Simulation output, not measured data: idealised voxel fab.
Process module under the name voxel self aligned contacts
Pictured: cross-section cut, 260 nm wide, on a grid of 5 nm square cells.
A cross-section in this document is a grid of square cells, and it is written down as bands, the top band listed before the ones below it; a band is made up of one or more rows of cells. Each band's line starts with the height of the band's top and of its bottom, in nm. Then come its materials from left to right, each with its width in nm. One material with "full width" fills the band from edge to edge. "empty" is empty space. For the purposes of this specification, 0 denotes the height below which the wafer in its as-received condition is composed wholly of one material, and the lowermost band, lacking a lower limit, extends downward without end, as expressed in "0 -> down". Per-row width for "30 to 40": begins at first number (top row of band), ends at second number (bottom row), increment between rows held constant. No cell of the cross-section changed in a step that is given as "remained the same". So "Encapsulated voids" is basically the list of trapped voids: any empty space of 8 cells or more that can't reach the top through an opening. They're written width x height at distance, the distance being from the left edge, and it's all nm. Text after the settings on a step's line: the simulator's own remark on that step. The optional step-line setting "overlay nm" applies to steps with a mask and quantifies how far to the right of its planned location the mask lay, a negative value indicating leftward placement. Everything after this point is organized in pairs: a cross-section before one process step, a cross-section after it that shows only as deep as the lowest changed band, and, under the pair, the intervening step with its settings. Because different runs of this module on the same starting wafer can supply different pairs, a pair continues from the pair above it only if its entry headed "Pre-step profile" says so.
# Pre-step profile
  0 -> down  Si full width
  Encapsulated voids: none
# Post-Process Section
  0 -> -5  SiO2 full width
  No changes below -5.
  Encapsulated voids: none
So what happens between those two cross-sections up there? OXIDIZE (depth nm 5)
Pre-step profile: the pre-step structure is the one depicted after the step in the pair just above.
# Post-Process Section
  25 -> 0  polySi full width
  No changes below 0.
  Encapsulated voids: none
So what happens between those two cross-sections up there? DIRECTIONAL_DEP (material polySi; thk nm 25)
Pre-step profile: the pre-step structure is the one depicted after the step in the pair just above.
# Post-Process Section
  50 -> 25  SiN full width
  No changes below 25.
  Encapsulated voids: none
So what happens between those two cross-sections up there? DIRECTIONAL_DEP (material SiN; thk nm 25)
Pre-step profile: the pre-step structure is the one depicted after the step in the pair just above.
# Post-Process Section
  50 -> 25  empty 40, then SiN 30, then empty 45, then SiN 30, then empty 45, then SiN 30, then empty 40
  No changes below 25.
  Encapsulated voids: none
So what happens between those two cross-sections up there? MASKED_ETCH (tone cover; mask id GATE; width nm 30; pitch nm 75; etch materials SiN; depth nm 25; overlay nm 0)
Pre-step profile: the pre-step structure is the one depicted after the step in the pair just above.
# Post-Process Section
  50 -> 25  empty 40, then SiN 30, then empty 45, then SiN 30, then empty 45, then SiN 30, then empty 40
  25 -> 0  empty 40, then polySi 30, then empty 45, then polySi 30, then empty 45, then polySi 30, then empty 40
  No changes below 0.
  Encapsulated voids: none
So what happens between those two cross-sections up there? MASKED_ETCH (tone cover; mask id GATE; width nm 30; pitch nm 75; etch materials polySi; depth nm 25; overlay nm 0)
Pre-step profile: the pre-step structure is the one depicted after the step in the pair just above.
# Post-Process Section
  60 -> 25  empty 30, then SiN 50, then empty 25, then SiN 50, then empty 25, then SiN 50, then empty 30
  25 -> 10  empty 30, then SiN 10, then polySi 30, then SiN 10, then empty 25, then SiN 10, then polySi 30, then SiN 10, then empty 25, then SiN 10, then polySi 30, then SiN 10, then empty 30
  10 -> 0  SiN 40, then polySi 30, then SiN 45, then polySi 30, then SiN 45, then polySi 30, then SiN 40
  No changes below 0.
  Encapsulated voids: none
So what happens between those two cross-sections up there? CONFORMAL_DEP (material SiN; thk nm 10)
Pre-step profile: the pre-step structure is the one depicted after the step in the pair just above.
# Post-Process Section
  50 -> 25  empty 30, then SiN 50, then empty 25, then SiN 50, then empty 25, then SiN 50, then empty 30
  25 -> 0  empty 30, then SiN 10, then polySi 30, then SiN 10, then empty 25, then SiN 10, then polySi 30, then SiN 10, then empty 25, then SiN 10, then polySi 30, then SiN 10, then empty 30
  No changes below 0.
  Encapsulated voids: none
So what happens between those two cross-sections up there? DIRECTIONAL_ETCH (etch materials SiN; depth nm 10)
Pre-step profile: the pre-step structure is the one depicted after the step in the pair just above.
# Post-Process Section
  65 -> 50  SiO2 full width
  50 -> 25  SiO2 30, then SiN 50, then SiO2 25, then SiN 50, then SiO2 25, then SiN 50, then SiO2 30
  25 -> 0  SiO2 30, then SiN 10, then polySi 30, then SiN 10, then SiO2 25, then SiN 10, then polySi 30, then SiN 10, then SiO2 25, then SiN 10, then polySi 30, then SiN 10, then SiO2 30
  No changes below 0.
  Encapsulated voids: none
So what happens between those two cross-sections up there? FILL_DEP (material SiO2; thk nm 15)
Pre-step profile: the pre-step structure is the one depicted after the step in the pair just above.
# Post-Process Section
  60 -> 50  SiO2 full width
  No changes below 50.
  Encapsulated voids: none
So what happens between those two cross-sections up there? CMP (height nm 60)
Pre-step profile: the pre-step structure is the one depicted after the step in the pair just above.
# Post-Process Section
  70 -> 60  aC full width
  No changes below 60.
  Encapsulated voids: none
So what happens between those two cross-sections up there? DIRECTIONAL_DEP (material aC; thk nm 10)
Pre-step profile: the pre-step structure is the one depicted after the step in the pair just above.
# Post-Process Section
  100 -> 70  resist 65, then empty 55, then resist 20, then empty 55, then resist 65
  No changes below 70.
  Encapsulated voids: none
So what happens between those two cross-sections up there? PATTERN (tone open; mask id CONTACT; material resist; width nm 55; pitch nm 75; thk nm 30; overlay nm 0)
Pre-step profile: the pre-step structure is the one depicted after the step in the pair just above.
# Post-Process Section
  90 -> 70  resist 65, then empty 55, then resist 20, then empty 55, then resist 65
  70 -> 60  aC 65, then empty 55, then aC 20, then empty 55, then aC 65
  No changes below 60.
  Encapsulated voids: none
So what happens between those two cross-sections up there? DIRECTIONAL_ETCH (etch materials aC; depth nm 10)
Pre-step profile: the pre-step structure is the one depicted after the step in the pair just above.
# Post-Process Section
  70 -> 60  aC 65, then empty 55, then aC 20, then empty 55, then aC 65
  No changes below 60.
  Encapsulated voids: none
So what happens between those two cross-sections up there? STRIP (etch materials resist)
Pre-step profile: the pre-step structure is the one depicted after the step in the pair just above.
# Post-Process Section
  70 -> 60  aC 65, then empty 55, then aC 20, then empty 55, then aC 65
  60 -> 50  SiO2 65, then empty 55, then SiO2 20, then empty 55, then SiO2 65
  50 -> 25  SiO2 30, then SiN 50, then empty 25, then SiN 50, then empty 25, then SiN 50, then SiO2 30
  25 -> 0  SiO2 30, then SiN 10, then polySi 30, then SiN 10, then empty 25, then SiN 10, then polySi 30, then SiN 10, then empty 25, then SiN 10, then polySi 30, then SiN 10, then SiO2 30
  0 -> -5  SiO2 80, then empty 25, then SiO2 50, then empty 25, then SiO2 80
  No changes below -5.
  Encapsulated voids: none
So what happens between those two cross-sections up there? DIRECTIONAL_ETCH (etch materials SiO2; depth nm 65)
Pre-step profile: the pre-step structure is the one depicted after the step in the pair just above.
# Post-Process Section
  60 -> 50  SiO2 65, then empty 55, then SiO2 20, then empty 55, then SiO2 65
  No changes below 50.
  Encapsulated voids: none
So what happens between those two cross-sections up there? STRIP (etch materials aC)
Pre-step profile: the pre-step structure is the one depicted after the step in the pair just above.
# Post-Process Section
  65 -> 60  TiN 70, then empty 45, then TiN 30, then empty 45, then TiN 70
  60 -> 50  SiO2 65, then TiN 5 to 20, then empty 45 to 15, then TiN 5 to 20, then SiO2 20, then TiN 5 to 20, then empty 45 to 15, then TiN 5 to 20, then SiO2 65
  50 -> 25  SiO2 30, then SiN 50, then TiN 5, then empty 15, then TiN 5, then SiN 50, then TiN 5, then empty 15, then TiN 5, then SiN 50, then SiO2 30
  25 -> 0  SiO2 30, then SiN 10, then polySi 30, then SiN 10, then TiN 5, then empty 15, then TiN 5, then SiN 10, then polySi 30, then SiN 10, then TiN 5, then empty 15, then TiN 5, then SiN 10, then polySi 30, then SiN 10, then SiO2 30
  0 -> -5  SiO2 80, then TiN 25, then SiO2 50, then TiN 25, then SiO2 80
  No changes below -5.
  Encapsulated voids: none
So what happens between those two cross-sections up there? CONFORMAL_DEP (material TiN; thk nm 5)
Pre-step profile: the pre-step structure is the one depicted after the step in the pair just above.
# Post-Process Section
  75 -> 65  Ru full width
  65 -> 60  TiN 70, then Ru 45, then TiN 30, then Ru 45, then TiN 70
  60 -> 50  SiO2 65, then TiN 5 to 20, then Ru 45 to 15, then TiN 5 to 20, then SiO2 20, then TiN 5 to 20, then Ru 45 to 15, then TiN 5 to 20, then SiO2 65
  50 -> 25  SiO2 30, then SiN 50, then TiN 5, then Ru 15, then TiN 5, then SiN 50, then TiN 5, then Ru 15, then TiN 5, then SiN 50, then SiO2 30
  25 -> 0  SiO2 30, then SiN 10, then polySi 30, then SiN 10, then TiN 5, then Ru 15, then TiN 5, then SiN 10, then polySi 30, then SiN 10, then TiN 5, then Ru 15, then TiN 5, then SiN 10, then polySi 30, then SiN 10, then SiO2 30
  No changes below 0.
  Encapsulated voids: none
So what happens between those two cross-sections up there? FILL_DEP (material Ru; thk nm 10)
Pre-step profile: the pre-step structure is the one depicted after the step in the pair just above.
# Post-Process Section
  60 -> 50  SiO2 65, then TiN 5 to 20, then Ru 45 to 15, then TiN 5 to 20, then SiO2 20, then TiN 5 to 20, then Ru 45 to 15, then TiN 5 to 20, then SiO2 65
  No changes below 50.
  Encapsulated voids: none
So what happens between those two cross-sections up there? CMP (height nm 60)
Pre-step profile: the pre-step structure is the one depicted after the step in the pair just above.
# Post-Process Section
  65 -> 60  SiCN full width
  No changes below 60.
  Encapsulated voids: none
So what happens between those two cross-sections up there? CONFORMAL_DEP (material SiCN; thk nm 5)
# Pre-step profile
  75 -> 65  Ru full width
  65 -> 60  TiN 70, then Ru 45, then TiN 30, then Ru 45, then TiN 70
  60 -> 50  SiO2 65, then TiN 5 to 20, then Ru 45 to 15, then TiN 5 to 20, then SiO2 20, then TiN 5 to 20, then Ru 45 to 15, then TiN 5 to 20, then SiO2 65
  50 -> 25  SiO2 30, then SiN 50, then TiN 5, then Ru 15, then TiN 5, then SiN 50, then TiN 5, then Ru 15, then TiN 5, then SiN 50, then SiO2 30
  25 -> 0  SiO2 30, then SiN 10, then polySi 30, then SiN 10, then TiN 5, then Ru 15, then TiN 5, then SiN 10, then polySi 30, then SiN 10, then TiN 5, then Ru 15, then TiN 5, then SiN 10, then polySi 30, then SiN 10, then SiO2 30
  0 -> -5  SiO2 80, then TiN 25, then SiO2 50, then TiN 25, then SiO2 80
  -5 -> down  Si full width
  Encapsulated voids: none
# Post-Process Section
  80 -> 75  SiCN full width
  No changes below 75.
  Encapsulated voids: none
So what happens between those two cross-sections up there? CONFORMAL_DEP (material SiCN; thk nm 5)
# Pre-step profile
  50 -> 25  SiN full width
  25 -> 0  polySi full width
  0 -> -5  SiO2 full width
  -5 -> down  Si full width
  Encapsulated voids: none
# Post-Process Section
  75 -> 25  SiN full width
  No changes below 25.
  Encapsulated voids: none
So what happens between those two cross-sections up there? DIRECTIONAL_DEP (material SiN; thk nm 25)
Pre-step profile: the pre-step structure is the one depicted after the step in the pair just above.
# Post-Process Section
  75 -> 50  empty 40, then SiN 30, then empty 45, then SiN 30, then empty 45, then SiN 30, then empty 40
  No changes below 50.
  Encapsulated voids: none
So what happens between those two cross-sections up there? MASKED_ETCH (tone cover; mask id GATE; width nm 30; pitch nm 75; etch materials SiN; depth nm 25; overlay nm 0)
Pre-step profile: the pre-step structure is the one depicted after the step in the pair just above.
# Post-Process Section
  85 -> 60  empty 30, then SiN 50, then empty 25, then SiN 50, then empty 25, then SiN 50, then empty 30
  60 -> 25  SiN full width
  No changes below 25.
  Encapsulated voids: none
So what happens between those two cross-sections up there? CONFORMAL_DEP (material SiN; thk nm 10)
Pre-step profile: the pre-step structure is the one depicted after the step in the pair just above.
# Post-Process Section
  75 -> 50  empty 30, then SiN 50, then empty 25, then SiN 50, then empty 25, then SiN 50, then empty 30
  No changes below 50.
  Encapsulated voids: none
So what happens between those two cross-sections up there? DIRECTIONAL_ETCH (etch materials SiN; depth nm 10)
Pre-step profile: the pre-step structure is the one depicted after the step in the pair just above.
# Post-Process Section
  90 -> 75  SiO2 full width
  75 -> 50  SiO2 30, then SiN 50, then SiO2 25, then SiN 50, then SiO2 25, then SiN 50, then SiO2 30
  No changes below 50.
  Encapsulated voids: none
So what happens between those two cross-sections up there? FILL_DEP (material SiO2; thk nm 15)
Pre-step profile: the pre-step structure is the one depicted after the step in the pair just above.
# Post-Process Section
  60 -> 50  SiO2 30, then SiN 50, then SiO2 25, then SiN 50, then SiO2 25, then SiN 50, then SiO2 30
  No changes below 50.
  Encapsulated voids: none
So what happens between those two cross-sections up there? CMP (height nm 60)
Pre-step profile: the pre-step structure is the one depicted after the step in the pair just above.
# Post-Process Section
  70 -> 60  aC full width
  No changes below 60.
  Encapsulated voids: none
So what happens between those two cross-sections up there? DIRECTIONAL_DEP (material aC; thk nm 10)
Pre-step profile: the pre-step structure is the one depicted after the step in the pair just above.
# Post-Process Section
  100 -> 70  resist 65, then empty 55, then resist 20, then empty 55, then resist 65
  No changes below 70.
  Encapsulated voids: none
So what happens between those two cross-sections up there? PATTERN (tone open; mask id CONTACT; material resist; width nm 55; pitch nm 75; thk nm 30; overlay nm 0)
Pre-step profile: the pre-step structure is the one depicted after the step in the pair just above.
# Post-Process Section
  90 -> 70  resist 65, then empty 55, then resist 20, then empty 55, then resist 65
  70 -> 60  aC 65, then empty 55, then aC 20, then empty 55, then aC 65
  No changes below 60.
  Encapsulated voids: none
So what happens between those two cross-sections up there? DIRECTIONAL_ETCH (etch materials aC; depth nm 10)
Pre-step profile: the pre-step structure is the one depicted after the step in the pair just above.
# Post-Process Section
  70 -> 60  aC 65, then empty 55, then aC 20, then empty 55, then aC 65
  No changes below 60.
  Encapsulated voids: none
So what happens between those two cross-sections up there? STRIP (etch materials resist)
Pre-step profile: the pre-step structure is the one depicted after the step in the pair just above.
# Post-Process Section
  70 -> 60  aC 65, then empty 55, then aC 20, then empty 55, then aC 65
  60 -> 50  SiO2 30, then SiN 50, then empty 25, then SiN 50, then empty 25, then SiN 50, then SiO2 30
  No changes below 50.
  Encapsulated voids: none
So what happens between those two cross-sections up there? DIRECTIONAL_ETCH (etch materials SiO2; depth nm 65)
Pre-step profile: the pre-step structure is the one depicted after the step in the pair just above.
# Post-Process Section
  60 -> 50  SiO2 30, then SiN 50, then empty 25, then SiN 50, then empty 25, then SiN 50, then SiO2 30
  No changes below 50.
  Encapsulated voids: none
So what happens between those two cross-sections up there? STRIP (etch materials aC)
Pre-step profile: the pre-step structure is the one depicted after the step in the pair just above.
# Post-Process Section
  65 -> 60  TiN 85, then empty 15, then TiN 60, then empty 15, then TiN 85
  60 -> 55  SiO2 30, then SiN 50, then TiN 5, then empty 15, then TiN 5, then SiN 50, then TiN 5, then empty 15, then TiN 5, then SiN 50, then SiO2 30
  55 -> 50  SiO2 30, then SiN 50, then TiN 25, then SiN 50, then TiN 25, then SiN 50, then SiO2 30
  No changes below 50.
  Encapsulated voids: none
So what happens between those two cross-sections up there? CONFORMAL_DEP (material TiN; thk nm 5)
Pre-step profile: the pre-step structure is the one depicted after the step in the pair just above.
# Post-Process Section
  75 -> 65  Ru full width
  65 -> 60  TiN 85, then Ru 15, then TiN 60, then Ru 15, then TiN 85
  60 -> 55  SiO2 30, then SiN 50, then TiN 5, then Ru 15, then TiN 5, then SiN 50, then TiN 5, then Ru 15, then TiN 5, then SiN 50, then SiO2 30
  No changes below 55.
  Encapsulated voids: none
So what happens between those two cross-sections up there? FILL_DEP (material Ru; thk nm 10)
Pre-step profile: the pre-step structure is the one depicted after the step in the pair just above.
# Post-Process Section
  60 -> 55  SiO2 30, then SiN 50, then TiN 5, then Ru 15, then TiN 5, then SiN 50, then TiN 5, then Ru 15, then TiN 5, then SiN 50, then SiO2 30
  No changes below 55.
  Encapsulated voids: none
So what happens between those two cross-sections up there? CMP (height nm 60)
Pre-step profile: the pre-step structure is the one depicted after the step in the pair just above.
# Post-Process Section
  65 -> 60  SiCN full width
  No changes below 60.
  Encapsulated voids: none
So what happens between those two cross-sections up there? CONFORMAL_DEP (material SiCN; thk nm 5)
# Pre-step profile
  50 -> 25  empty 40, then SiN 30, then empty 45, then SiN 30, then empty 45, then SiN 30, then empty 40
  25 -> 0  empty 40, then polySi 30, then empty 45, then polySi 30, then empty 45, then polySi 30, then empty 40
  0 -> -5  SiO2 full width
  -5 -> down  Si full width
  Encapsulated voids: none
# Post-Process Section
  40 -> 25  empty 40, then SiN 30, then empty 45, then SiN 30, then empty 45, then SiN 30, then empty 40
  No changes below 25.
  Encapsulated voids: none
So what happens between those two cross-sections up there? DIRECTIONAL_ETCH (etch materials SiN; depth nm 10)
Pre-step profile: the pre-step structure is the one depicted after the step in the pair just above.
# Post-Process Section
  50 -> 25  empty 30, then SiN 50, then empty 25, then SiN 50, then empty 25, then SiN 50, then empty 30
  25 -> 10  empty 30, then SiN 10, then polySi 30, then SiN 10, then empty 25, then SiN 10, then polySi 30, then SiN 10, then empty 25, then SiN 10, then polySi 30, then SiN 10, then empty 30
  10 -> 0  SiN 40, then polySi 30, then SiN 45, then polySi 30, then SiN 45, then polySi 30, then SiN 40
  No changes below 0.
  Encapsulated voids: none
So what happens between those two cross-sections up there? CONFORMAL_DEP (material SiN; thk nm 10)
Pre-step profile: the pre-step structure is the one depicted after the step in the pair just above.
# Post-Process Section
  65 -> 50  SiO2 full width
  50 -> 25  SiO2 30, then SiN 50, then SiO2 25, then SiN 50, then SiO2 25, then SiN 50, then SiO2 30
  25 -> 10  SiO2 30, then SiN 10, then polySi 30, then SiN 10, then SiO2 25, then SiN 10, then polySi 30, then SiN 10, then SiO2 25, then SiN 10, then polySi 30, then SiN 10, then SiO2 30
  No changes below 10.
  Encapsulated voids: none
So what happens between those two cross-sections up there? FILL_DEP (material SiO2; thk nm 15)
Pre-step profile: the pre-step structure is the one depicted after the step in the pair just above.
# Post-Process Section
  60 -> 50  SiO2 full width
  No changes below 50.
  Encapsulated voids: none
So what happens between those two cross-sections up there? CMP (height nm 60)
Pre-step profile: the pre-step structure is the one depicted after the step in the pair just above.
# Post-Process Section
  70 -> 60  aC full width
  No changes below 60.
  Encapsulated voids: none
So what happens between those two cross-sections up there? DIRECTIONAL_DEP (material aC; thk nm 10)
Pre-step profile: the pre-step structure is the one depicted after the step in the pair just above.
# Post-Process Section
  100 -> 70  resist 65, then empty 55, then resist 20, then empty 55, then resist 65
  No changes below 70.
  Encapsulated voids: none
So what happens between those two cross-sections up there? PATTERN (tone open; mask id CONTACT; material resist; width nm 55; pitch nm 75; thk nm 30; overlay nm 0)
Pre-step profile: the pre-step structure is the one depicted after the step in the pair just above.
# Post-Process Section
  90 -> 70  resist 65, then empty 55, then resist 20, then empty 55, then resist 65
  70 -> 60  aC 65, then empty 55, then aC 20, then empty 55, then aC 65
  No changes below 60.
  Encapsulated voids: none
So what happens between those two cross-sections up there? DIRECTIONAL_ETCH (etch materials aC; depth nm 10)
Pre-step profile: the pre-step structure is the one depicted after the step in the pair just above.
# Post-Process Section
  70 -> 60  aC 65, then empty 55, then aC 20, then empty 55, then aC 65
  No changes below 60.
  Encapsulated voids: none
So what happens between those two cross-sections up there? STRIP (etch materials resist)
Pre-step profile: the pre-step structure is the one depicted after the step in the pair just above.
# Post-Process Section
  70 -> 60  aC 65, then empty 55, then aC 20, then empty 55, then aC 65
  60 -> 50  SiO2 65, then empty 55, then SiO2 20, then empty 55, then SiO2 65
  50 -> 25  SiO2 30, then SiN 50, then empty 25, then SiN 50, then empty 25, then SiN 50, then SiO2 30
  25 -> 10  SiO2 30, then SiN 10, then polySi 30, then SiN 10, then empty 25, then SiN 10, then polySi 30, then SiN 10, then empty 25, then SiN 10, then polySi 30, then SiN 10, then SiO2 30
  No changes below 10.
  Encapsulated voids: none
So what happens between those two cross-sections up there? DIRECTIONAL_ETCH (etch materials SiO2; depth nm 65)
Pre-step profile: the pre-step structure is the one depicted after the step in the pair just above.
# Post-Process Section
  60 -> 50  SiO2 65, then empty 55, then SiO2 20, then empty 55, then SiO2 65
  No changes below 50.
  Encapsulated voids: none
So what happens between those two cross-sections up there? STRIP (etch materials aC)
Pre-step profile: the pre-step structure is the one depicted after the step in the pair just above.
# Post-Process Section
  65 -> 60  TiN 70, then empty 45, then TiN 30, then empty 45, then TiN 70
  60 -> 50  SiO2 65, then TiN 5 to 20, then empty 45 to 15, then TiN 5 to 20, then SiO2 20, then TiN 5 to 20, then empty 45 to 15, then TiN 5 to 20, then SiO2 65
  50 -> 25  SiO2 30, then SiN 50, then TiN 5, then empty 15, then TiN 5, then SiN 50, then TiN 5, then empty 15, then TiN 5, then SiN 50, then SiO2 30
  25 -> 15  SiO2 30, then SiN 10, then polySi 30, then SiN 10, then TiN 5, then empty 15, then TiN 5, then SiN 10, then polySi 30, then SiN 10, then TiN 5, then empty 15, then TiN 5, then SiN 10, then polySi 30, then SiN 10, then SiO2 30
  15 -> 10  SiO2 30, then SiN 10, then polySi 30, then SiN 10, then TiN 25, then SiN 10, then polySi 30, then SiN 10, then TiN 25, then SiN 10, then polySi 30, then SiN 10, then SiO2 30
  No changes below 10.
  Encapsulated voids: none
So what happens between those two cross-sections up there? CONFORMAL_DEP (material TiN; thk nm 5)
Pre-step profile: the pre-step structure is the one depicted after the step in the pair just above.
# Post-Process Section
  75 -> 65  Ru full width
  65 -> 60  TiN 70, then Ru 45, then TiN 30, then Ru 45, then TiN 70
  60 -> 50  SiO2 65, then TiN 5 to 20, then Ru 45 to 15, then TiN 5 to 20, then SiO2 20, then TiN 5 to 20, then Ru 45 to 15, then TiN 5 to 20, then SiO2 65
  50 -> 25  SiO2 30, then SiN 50, then TiN 5, then Ru 15, then TiN 5, then SiN 50, then TiN 5, then Ru 15, then TiN 5, then SiN 50, then SiO2 30
  25 -> 15  SiO2 30, then SiN 10, then polySi 30, then SiN 10, then TiN 5, then Ru 15, then TiN 5, then SiN 10, then polySi 30, then SiN 10, then TiN 5, then Ru 15, then TiN 5, then SiN 10, then polySi 30, then SiN 10, then SiO2 30
  No changes below 15.
  Encapsulated voids: none
So what happens between those two cross-sections up there? FILL_DEP (material Ru; thk nm 10)
Pre-step profile: the pre-step structure is the one depicted after the step in the pair just above.
# Post-Process Section
  60 -> 50  SiO2 65, then TiN 5 to 20, then Ru 45 to 15, then TiN 5 to 20, then SiO2 20, then TiN 5 to 20, then Ru 45 to 15, then TiN 5 to 20, then SiO2 65
  No changes below 50.
  Encapsulated voids: none
So what happens between those two cross-sections up there? CMP (height nm 60)
Pre-step profile: the pre-step structure is the one depicted after the step in the pair just above.
# Post-Process Section
  65 -> 60  SiCN full width
  No changes below 60.
  Encapsulated voids: none
So what happens between those two cross-sections up there? CONFORMAL_DEP (material SiCN; thk nm 5)
# Pre-step profile
  70 -> 60  aC 65, then empty 55, then aC 20, then empty 55, then aC 65
  60 -> 50  SiO2 full width
  50 -> 25  SiO2 30, then SiN 50, then SiO2 25, then SiN 50, then SiO2 25, then SiN 50, then SiO2 30
  25 -> 0  SiO2 30, then SiN 10, then polySi 30, then SiN 10, then SiO2 25, then SiN 10, then polySi 30, then SiN 10, then SiO2 25, then SiN 10, then polySi 30, then SiN 10, then SiO2 30
  0 -> -5  SiO2 full width
  -5 -> down  Si full width
  Encapsulated voids: none
# Post-Process Section
  70 -> 60  aC 65, then empty 55, then aC 20, then empty 55, then aC 65
  60 -> 50  SiO2 65, then empty 55, then SiO2 20, then empty 55, then SiO2 65
  50 -> 25  SiO2 30, then SiN 50, then empty 25, then SiN 50, then empty 25, then SiN 50, then SiO2 30
  25 -> 5  SiO2 30, then SiN 10, then polySi 30, then SiN 10, then empty 25, then SiN 10, then polySi 30, then SiN 10, then empty 25, then SiN 10, then polySi 30, then SiN 10, then SiO2 30
  No changes below 5.
  Encapsulated voids: none
So what happens between those two cross-sections up there? DIRECTIONAL_ETCH (etch materials SiO2; depth nm 55)
Pre-step profile: the pre-step structure is the one depicted after the step in the pair just above.
# Post-Process Section
  60 -> 50  SiO2 65, then empty 55, then SiO2 20, then empty 55, then SiO2 65
  No changes below 50.
  Encapsulated voids: none
So what happens between those two cross-sections up there? STRIP (etch materials aC)
Pre-step profile: the pre-step structure is the one depicted after the step in the pair just above.
# Post-Process Section
  65 -> 60  TiN 70, then empty 45, then TiN 30, then empty 45, then TiN 70
  60 -> 50  SiO2 65, then TiN 5 to 20, then empty 45 to 15, then TiN 5 to 20, then SiO2 20, then TiN 5 to 20, then empty 45 to 15, then TiN 5 to 20, then SiO2 65
  50 -> 25  SiO2 30, then SiN 50, then TiN 5, then empty 15, then TiN 5, then SiN 50, then TiN 5, then empty 15, then TiN 5, then SiN 50, then SiO2 30
  25 -> 10  SiO2 30, then SiN 10, then polySi 30, then SiN 10, then TiN 5, then empty 15, then TiN 5, then SiN 10, then polySi 30, then SiN 10, then TiN 5, then empty 15, then TiN 5, then SiN 10, then polySi 30, then SiN 10, then SiO2 30
  10 -> 5  SiO2 30, then SiN 10, then polySi 30, then SiN 10, then TiN 25, then SiN 10, then polySi 30, then SiN 10, then TiN 25, then SiN 10, then polySi 30, then SiN 10, then SiO2 30
  No changes below 5.
  Encapsulated voids: none
So what happens between those two cross-sections up there? CONFORMAL_DEP (material TiN; thk nm 5)
Pre-step profile: the pre-step structure is the one depicted after the step in the pair just above.
# Post-Process Section
  75 -> 65  Ru full width
  65 -> 60  TiN 70, then Ru 45, then TiN 30, then Ru 45, then TiN 70
  60 -> 50  SiO2 65, then TiN 5 to 20, then Ru 45 to 15, then TiN 5 to 20, then SiO2 20, then TiN 5 to 20, then Ru 45 to 15, then TiN 5 to 20, then SiO2 65
  50 -> 25  SiO2 30, then SiN 50, then TiN 5, then Ru 15, then TiN 5, then SiN 50, then TiN 5, then Ru 15, then TiN 5, then SiN 50, then SiO2 30
  25 -> 10  SiO2 30, then SiN 10, then polySi 30, then SiN 10, then TiN 5, then Ru 15, then TiN 5, then SiN 10, then polySi 30, then SiN 10, then TiN 5, then Ru 15, then TiN 5, then SiN 10, then polySi 30, then SiN 10, then SiO2 30
  No changes below 10.
  Encapsulated voids: none
So what happens between those two cross-sections up there? FILL_DEP (material Ru; thk nm 10)
Pre-step profile: the pre-step structure is the one depicted after the step in the pair just above.
# Post-Process Section
  60 -> 50  SiO2 65, then TiN 5 to 20, then Ru 45 to 15, then TiN 5 to 20, then SiO2 20, then TiN 5 to 20, then Ru 45 to 15, then TiN 5 to 20, then SiO2 65
  No changes below 50.
  Encapsulated voids: none
So what happens between those two cross-sections up there? CMP (height nm 60)
Pre-step profile: the pre-step structure is the one depicted after the step in the pair just above.
# Post-Process Section
  65 -> 60  SiCN full width
  No changes below 60.
  Encapsulated voids: none
So what happens between those two cross-sections up there? CONFORMAL_DEP (material SiCN; thk nm 5)
# Pre-step profile
  50 -> 25  SiN full width
  25 -> 0  polySi full width
  0 -> -5  SiO2 full width
  -5 -> down  Si full width
  Encapsulated voids: none
# Post-Process Section
  50 -> 25  empty 40, then SiN 35, then empty 40, then SiN 35, then empty 40, then SiN 35, then empty 35
  No changes below 25.
  Encapsulated voids: none
So what happens between those two cross-sections up there? MASKED_ETCH (tone cover; mask id GATE; width nm 35; pitch nm 75; etch materials SiN; depth nm 25; overlay nm 0)
Pre-step profile: the pre-step structure is the one depicted after the step in the pair just above.
# Post-Process Section
  50 -> 25  empty 40, then SiN 35, then empty 40, then SiN 35, then empty 40, then SiN 35, then empty 35
  25 -> 0  empty 40, then polySi 35, then empty 40, then polySi 35, then empty 40, then polySi 35, then empty 35
  No changes below 0.
  Encapsulated voids: none
So what happens between those two cross-sections up there? MASKED_ETCH (tone cover; mask id GATE; width nm 30; pitch nm 75; etch materials polySi; depth nm 25; overlay nm 0)
Pre-step profile: the pre-step structure is the one depicted after the step in the pair just above.
# Post-Process Section
  60 -> 25  empty 30, then SiN 55, then empty 20, then SiN 55, then empty 20, then SiN 55, then empty 25
  25 -> 10  empty 30, then SiN 10, then polySi 35, then SiN 10, then empty 20, then SiN 10, then polySi 35, then SiN 10, then empty 20, then SiN 10, then polySi 35, then SiN 10, then empty 25
  10 -> 0  SiN 40, then polySi 35, then SiN 40, then polySi 35, then SiN 40, then polySi 35, then SiN 35
  No changes below 0.
  Encapsulated voids: none
So what happens between those two cross-sections up there? CONFORMAL_DEP (material SiN; thk nm 10)
Pre-step profile: the pre-step structure is the one depicted after the step in the pair just above.
# Post-Process Section
  50 -> 25  empty 30, then SiN 55, then empty 20, then SiN 55, then empty 20, then SiN 55, then empty 25
  25 -> 0  empty 30, then SiN 10, then polySi 35, then SiN 10, then empty 20, then SiN 10, then polySi 35, then SiN 10, then empty 20, then SiN 10, then polySi 35, then SiN 10, then empty 25
  No changes below 0.
  Encapsulated voids: none
So what happens between those two cross-sections up there? DIRECTIONAL_ETCH (etch materials SiN; depth nm 10)
Pre-step profile: the pre-step structure is the one depicted after the step in the pair just above.
# Post-Process Section
  65 -> 50  SiO2 full width
  50 -> 25  SiO2 30, then SiN 55, then SiO2 20, then SiN 55, then SiO2 20, then SiN 55, then SiO2 25
  25 -> 0  SiO2 30, then SiN 10, then polySi 35, then SiN 10, then SiO2 20, then SiN 10, then polySi 35, then SiN 10, then SiO2 20, then SiN 10, then polySi 35, then SiN 10, then SiO2 25
  No changes below 0.
  Encapsulated voids: none
So what happens between those two cross-sections up there? FILL_DEP (material SiO2; thk nm 15)
Pre-step profile: the pre-step structure is the one depicted after the step in the pair just above.
# Post-Process Section
  60 -> 50  SiO2 full width
  No changes below 50.
  Encapsulated voids: none
So what happens between those two cross-sections up there? CMP (height nm 60)
Pre-step profile: the pre-step structure is the one depicted after the step in the pair just above.
# Post-Process Section
  70 -> 60  aC full width
  No changes below 60.
  Encapsulated voids: none
So what happens between those two cross-sections up there? DIRECTIONAL_DEP (material aC; thk nm 10)
Pre-step profile: the pre-step structure is the one depicted after the step in the pair just above.
# Post-Process Section
  100 -> 70  resist 65, then empty 55, then resist 20, then empty 55, then resist 65
  No changes below 70.
  Encapsulated voids: none
So what happens between those two cross-sections up there? PATTERN (tone open; mask id CONTACT; material resist; width nm 55; pitch nm 75; thk nm 30; overlay nm 0)
Pre-step profile: the pre-step structure is the one depicted after the step in the pair just above.
# Post-Process Section
  90 -> 70  resist 65, then empty 55, then resist 20, then empty 55, then resist 65
  70 -> 60  aC 65, then empty 55, then aC 20, then empty 55, then aC 65
  No changes below 60.
  Encapsulated voids: none
So what happens between those two cross-sections up there? DIRECTIONAL_ETCH (etch materials aC; depth nm 10)
